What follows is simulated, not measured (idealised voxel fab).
You're looking at the process module voxel tone inversion.
Pictured: cross-section cut, 210 nm wide, on a grid of 5 nm square cells.
If you're reading a cross-section in this doc, picture square cells in a grid; it comes to you as bands, top ones listed first down to the bottom, and a band can be one or more rows of cells.
Top height, bottom height, nm. Materials left to right, width each, nm. Single material + "all across" = fills band edge to edge. "air" = empty.
Ref level 0: as-received wafer is one material below here. Bottom band extends down with no lower bound ("z 0 and below").
Top row gets the first number, bottom row gets the second, and each row in between changes by the same step: that is how a band width like "30..40" works.
Any step labelled "no alterations made" changed none of the cells in the cross-section.
"Voids lacking openings" contains a list of empty spaces, each no smaller than 8 cells and without an open way to the top, written in the form width x height at distance with the distance from the left edge and all three in nm.
On a step's line, text after the settings is the simulator commenting on that step.
overlay nm: where the mask lay relative to plan, measured to the right, on steps with a mask; negatives go left.
[Listed below are the process steps as planned]
- 1: RECEIVE [material Si]
- 2: CONFORMAL_DEP [material SiCN] [thk nm 5]
- 3: DIRECTIONAL_DEP [material aC] [thk nm 25]
- 4: PATTERN [tone cover] [mask id POSTS] [material resist] [width nm 15] [pitch nm 40] [thk nm 30] [overlay nm 0]
- 5: DIRECTIONAL_ETCH [etch materials aC] [depth nm 25]
- 6: STRIP [etch materials resist]
- 7: FILL_DEP [material lowk] [thk nm 5]
- 8: CMP [height nm 30]
- 9: STRIP [etch materials aC]
- 10: CONFORMAL_DEP [material TiN] [thk nm 5]
- 11: FILL_DEP [material Ru] [thk nm 10]
- 12: CMP [height nm 30]
- 13: CONFORMAL_DEP [material SiCN] [thk nm 5]
[First wafer, two in total, run as planned]
[Here's what the wafer looked like in cross-section when it arrived - that's after step 1]
* z 0 and below = Si all across
* Voids lacking openings: none
[After step 2, in cross-section]
* z 5 to 0 = SiCN all across
* Below 0, the layers are the same as they were.
[After step 3, in cross-section]
* z 30 to 5 = aC all across
* Below 5, the layers are the same as they were.
[After step 4, in cross-section]
* z 60 to 30 = air 75 nm  resist 15 nm  air 25 nm  resist 15 nm  air 80 nm
* Below 30, the layers are the same as they were.
[After step 5, in cross-section]
* z 35 to 30 = air 75 nm  resist 15 nm  air 25 nm  resist 15 nm  air 80 nm
* z 30 to 5 = air 75 nm  aC 15 nm  air 25 nm  aC 15 nm  air 80 nm
* Below 5, the layers are the same as they were.
[After step 6, in cross-section]
* z 30 to 5 = air 75 nm  aC 15 nm  air 25 nm  aC 15 nm  air 80 nm
* Below 5, the layers are the same as they were.
[After step 7, in cross-section]
* z 35 to 30 = lowk all across
* z 30 to 5 = lowk 75 nm  aC 15 nm  lowk 25 nm  aC 15 nm  lowk 80 nm
* Below 5, the layers are the same as they were.
[After step 8, in cross-section]
* z 30 to 5 = lowk 75 nm  aC 15 nm  lowk 25 nm  aC 15 nm  lowk 80 nm
* Below 5, the layers are the same as they were.
[After step 9, in cross-section]
* z 30 to 5 = lowk 75 nm  air 15 nm  lowk 25 nm  air 15 nm  lowk 80 nm
* Below 5, the layers are the same as they were.
[After step 10, in cross-section]
* z 35 to 30 = TiN 80 nm  air 5 nm  TiN 35 nm  air 5 nm  TiN 85 nm
* z 30 to 10 = lowk 75 nm  TiN 5 nm  air 5 nm  TiN 5 nm  lowk 25 nm  TiN 5 nm  air 5 nm  TiN 5 nm  lowk 80 nm
* z 10 to 5 = lowk 75 nm  TiN 15 nm  lowk 25 nm  TiN 15 nm  lowk 80 nm
* Below 5, the layers are the same as they were.
[After step 11, in cross-section]
* z 45 to 35 = Ru all across
* z 35 to 30 = TiN 80 nm  Ru 5 nm  TiN 35 nm  Ru 5 nm  TiN 85 nm
* z 30 to 10 = lowk 75 nm  TiN 5 nm  Ru 5 nm  TiN 5 nm  lowk 25 nm  TiN 5 nm  Ru 5 nm  TiN 5 nm  lowk 80 nm
* Below 10, the layers are the same as they were.
[After step 12, in cross-section]
* z 30 to 10 = lowk 75 nm  TiN 5 nm  Ru 5 nm  TiN 5 nm  lowk 25 nm  TiN 5 nm  Ru 5 nm  TiN 5 nm  lowk 80 nm
* Below 10, the layers are the same as they were.
[After step 13, in cross-section]
* z 35 to 30 = SiCN all across
* Below 30, the layers are the same as they were.
[Notes, second wafer: start = first wafer's, plan = first wafer's, execution had one mistake; history identical to first through step 1]
Second wafer cross-section, taken as of the time the plan sets for step 2 to be done: no alterations made
[Second wafer cross-section, taken as of the time the plan sets for step 3 to be done]
* z 25 to 0 = aC all across
* Below 0, the layers are the same as they were.
[Second wafer cross-section, taken as of the time the plan sets for step 4 to be done]
* z 55 to 25 = air 75 nm  resist 15 nm  air 25 nm  resist 15 nm  air 80 nm
* Below 25, the layers are the same as they were.
[Second wafer cross-section, taken as of the time the plan sets for step 5 to be done]
* z 30 to 25 = air 75 nm  resist 15 nm  air 25 nm  resist 15 nm  air 80 nm
* z 25 to 0 = air 75 nm  aC 15 nm  air 25 nm  aC 15 nm  air 80 nm
* Below 0, the layers are the same as they were.
[Second wafer cross-section, taken as of the time the plan sets for step 6 to be done]
* z 25 to 0 = air 75 nm  aC 15 nm  air 25 nm  aC 15 nm  air 80 nm
* Below 0, the layers are the same as they were.
[Second wafer cross-section, taken as of the time the plan sets for step 7 to be done]
* z 30 to 25 = lowk all across
* z 25 to 0 = lowk 75 nm  aC 15 nm  lowk 25 nm  aC 15 nm  lowk 80 nm
* Below 0, the layers are the same as they were.
Second wafer cross-section, taken as of the time the plan sets for step 8 to be done: no alterations made
Second wafer cross-section, taken as of the time the plan sets for step 9 to be done: no alterations made
[Second wafer cross-section, taken as of the time the plan sets for step 10 to be done]
* z 35 to 30 = TiN all across
* Below 30, the layers are the same as they were.
[Second wafer cross-section, taken as of the time the plan sets for step 11 to be done]
* z 45 to 35 = Ru all across
* Below 35, the layers are the same as they were.
[Second wafer cross-section, taken as of the time the plan sets for step 12 to be done]
* z 30 to 25 = lowk all across
* Below 25, the layers are the same as they were.
[Second wafer cross-section, taken as of the time the plan sets for step 13 to be done]
* z 35 to 30 = SiCN all across
* Below 30, the layers are the same as they were.
Finding, execution versus plan: step 2 of the plan was bypassed and not carried out
It is noted that, at the conclusion of processing, the second wafer exhibits a higher or lower cell count for certain materials relative to the first: Ru: 8 fewer; SiCN: 42 fewer; TiN: 22 fewer; aC: 30 more; lowk: 42 more
